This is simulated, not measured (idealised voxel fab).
process module | voxel spacer lines
cross-section cut | 210 nm wide | cells 5 nm
A cross-section is a grid of square cells, given in bands from the top down. A band is one or more rows of cells.
Each band's line starts with the height of the band's top and of its bottom, in nm. Then come its materials from left to right, each with its width in nm. One material with "throughout" fills the band from edge to edge. "air" is empty space.
Height 0 is the level under which the wafer as received is all one material. The lowest band goes on downwards, as in "0 down".
A width such as "30 to 40" changes by the same amount from each row of cells to the next, from the band's top row to its bottom row.
"no change" after a step means that no cell of the cross-section changed.
closed voids: empty space of 8 cells or more with no open way to the top, each as width x height at its distance from the left edge, in nm
after a step's settings: what the simulator itself notes on the step
overlay nm, on a step with a mask: how far to the right of its planned place the mask lay; to the left if negative
plan
1 op RECEIVE | material Si
2 op CONFORMAL_DEP | material Al2O3 | thk nm 5
3 op DIRECTIONAL_DEP | material polySi | thk nm 20
4 op DIRECTIONAL_DEP | material aC | thk nm 30
5 op PATTERN | tone cover | mask id MANDREL | material resist | width nm 25 | pitch nm 70 | thk nm 40 | overlay nm 0
6 op DIRECTIONAL_ETCH | etch materials aC | depth nm 30
7 op STRIP | etch materials resist
8 op CONFORMAL_DEP | material SiN | thk nm 10
9 op DIRECTIONAL_ETCH | etch materials SiN | depth nm 10
10 op STRIP | etch materials aC
11 op DIRECTIONAL_ETCH | etch materials polySi | depth nm 20
12 op STRIP | etch materials SiN
13 op FILL_DEP | material SiO2 | thk nm 5
14 op CMP | height nm 25
as received, after step 1
  0 down: Si throughout
  closed voids: none
first wafer at the end, as planned
  25 to 5: SiO2 45 | polySi 10 | SiO2 25 | polySi 10 | SiO2 25 | polySi 10 | SiO2 25 | polySi 10 | SiO2 50
  5 to 0: Al2O3 throughout
  0 down: Si throughout
  closed voids: none
second wafer at the end: like start, like plan, one mistake
  25 to 5: SiO2 50 | polySi 10 | SiO2 15 | polySi 10 | SiO2 35 | polySi 10 | SiO2 15 | polySi 10 | SiO2 55
  5 to 0: Al2O3 throughout
  0 down: Si throughout
  closed voids: none
what went wrong: step 5 ran as: op PATTERN | tone cover | mask id MANDREL | material resist | width nm 15 | pitch nm 70 | thk nm 40 | overlay nm 0
at the end the second wafer has, in cells: as many of each material as the first, in other places
